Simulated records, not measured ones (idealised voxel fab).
The process module presented herein is designated voxel capacitor over wiring.
FYI the section here is cut, 230 nm wide, cells are 5 nm squares.
Reading order for cross-sections: top band down to bottom band. Underlying form: a grid of square cells. Band size: one or more rows of cells.
What a band's entry tells you: where the top is and where the bottom is, as heights in nm, and after that what lies inside, material by material from left to right, each with its width in nm. Empty space is written as the word "air", and a single material marked with the word "everywhere" occupies the band from edge to edge.
Counting heights begins at 0, where everything beneath is, in the wafer as received, one material. The lowest band has no bottom; it goes on downwards, as "0 -> down" shows.
Graded width ("30 to 40"): value in top row of band = first number; value in bottom row = second number; row-to-row change constant.
The designation "identical to before", where it is given for a processing step, indicates that no cell of the cross-section was altered in the course of that step.
For the entry "Cavities, sealed", the listed items are empty spaces with no open way to the top whose size is 8 cells or more; each item follows the pattern width x height at distance, where distance is from the left edge and all three are in nm.
Whatever follows a step's settings on its line is a remark the simulator itself makes about that step.
"overlay nm", when on a step's line for a step with a mask, measures how far to the right of its planned place the mask lay; a negative measure means to the left.
### Steps planned for the process
1,op RECEIVE | material Si
2,op CONFORMAL_DEP | material SiO2 | thk nm 15
3,op CONFORMAL_DEP | material SiN | thk nm 5
4,op DIRECTIONAL_DEP | material SiO2 | thk nm 15
5,op MASKED_ETCH | tone open | mask id METAL_1 | width nm 20 | pitch nm 90 | etch materials SiO2 | depth nm 15 | overlay nm 0
6,op MASKED_ETCH | tone open | mask id METAL_1 | width nm 20 | pitch nm 90 | etch materials SiN | depth nm 5 | overlay nm 0
7,op CONFORMAL_DEP | material TiN | thk nm 5
8,op FILL_DEP | material Cu | thk nm 5
9,op CMP | height nm 35
10,op CONFORMAL_DEP | material SiCN | thk nm 5
11,op DIRECTIONAL_DEP | material SiO2 | thk nm 15
12,op MASKED_ETCH | tone open | mask id PLUG_1 | width nm 15 | etch materials SiO2 | depth nm 15 | overlay nm 0
13,op MASKED_ETCH | tone open | mask id PLUG_1 | width nm 15 | etch materials SiCN | depth nm 5 | overlay nm 0
14,op CONFORMAL_DEP | material TiN | thk nm 5
15,op FILL_DEP | material Ru | thk nm 5
16,op CMP | height nm 55
17,op DIRECTIONAL_DEP | material TiN | thk nm 10
18,op DIRECTIONAL_DEP | material HfO2 | thk nm 5
19,op DIRECTIONAL_DEP | material TiN | thk nm 10
20,op MASKED_ETCH | tone cover | mask id UPPER_PLATE | width nm 75 | etch materials TiN | depth nm 10 | overlay nm 0
21,op MASKED_ETCH | tone cover | mask id UPPER_PLATE | width nm 75 | etch materials HfO2 | depth nm 5 | overlay nm 0
22,op MASKED_ETCH | tone cover | mask id LOWER_PLATE | width nm 85 | etch materials TiN | depth nm 10 | overlay nm 0
23,op FILL_DEP | material SiO2 | thk nm 20
24,op CMP | height nm 95
25,op PATTERN | tone open | mask id PLUG_2 | material resist | width nm 15 | thk nm 15 | overlay nm 0
26,op DIRECTIONAL_ETCH | etch materials SiO2 | depth nm 15
27,op STRIP | etch materials resist
28,op CONFORMAL_DEP | material TiN | thk nm 5
29,op FILL_DEP | material W | thk nm 5
30,op CMP | height nm 95
31,op CONFORMAL_DEP | material SiN | thk nm 5
### Received-state cross-section, reflecting completion of step 1
0 -> down = Si everywhere
Cavities, sealed: none
### Post-module cross-section of the first of two wafers (run per plan)
100 -> 95 = SiN everywhere
95 -> 85 = 75 nm SiO2; 5 nm TiN; 5 nm W; 5 nm TiN; 140 nm SiO2
85 -> 80 = 75 nm SiO2; 15 nm TiN; 140 nm SiO2
80 -> 70 = 65 nm SiO2; 75 nm TiN; 90 nm SiO2
70 -> 65 = 65 nm SiO2; 75 nm HfO2; 90 nm SiO2
65 -> 55 = 60 nm SiO2; 85 nm TiN; 85 nm SiO2
55 -> 40 = 65 nm SiO2; 5 nm TiN; 5 nm Ru; 5 nm TiN; 150 nm SiO2
40 -> 35 = 65 nm SiCN; 15 nm TiN; 150 nm SiCN
35 -> 20 = 60 nm SiO2; 5 nm TiN; 10 nm Cu; 5 nm TiN; 70 nm SiO2; 5 nm TiN; 10 nm Cu; 5 nm TiN; 60 nm SiO2
20 -> 15 = 60 nm SiN; 20 nm TiN; 70 nm SiN; 20 nm TiN; 60 nm SiN
15 -> 0 = SiO2 everywhere
0 -> down = Si everywhere
Cavities, sealed: none
### Second of two wafers, module complete, sectioned: it shares the first wafer's start and plan but was run with one mistake
100 -> 95 = SiO2 everywhere
95 -> 85 = 75 nm SiO2; 5 nm TiN; 5 nm W; 5 nm TiN; 140 nm SiO2
85 -> 80 = 75 nm SiO2; 15 nm TiN; 140 nm SiO2
80 -> 70 = 65 nm SiO2; 75 nm TiN; 90 nm SiO2
70 -> 65 = 65 nm SiO2; 75 nm HfO2; 90 nm SiO2
65 -> 55 = 60 nm SiO2; 85 nm TiN; 85 nm SiO2
55 -> 40 = 65 nm SiO2; 5 nm TiN; 5 nm Ru; 5 nm TiN; 150 nm SiO2
40 -> 35 = 65 nm SiCN; 15 nm TiN; 150 nm SiCN
35 -> 20 = 60 nm SiO2; 5 nm TiN; 10 nm Cu; 5 nm TiN; 70 nm SiO2; 5 nm TiN; 10 nm Cu; 5 nm TiN; 60 nm SiO2
20 -> 15 = 60 nm SiN; 20 nm TiN; 70 nm SiN; 20 nm TiN; 60 nm SiN
15 -> 0 = SiO2 everywhere
0 -> down = Si everywhere
Cavities, sealed: none
Diagnosis: step 31 ran differently from the plan; actual operation with settings: op CONFORMAL_DEP | material SiO2 | thk nm 5
Final tally in cells, some materials are higher or lower on the second wafer than on the first: 46 fewer of SiN, 46 more of SiO2
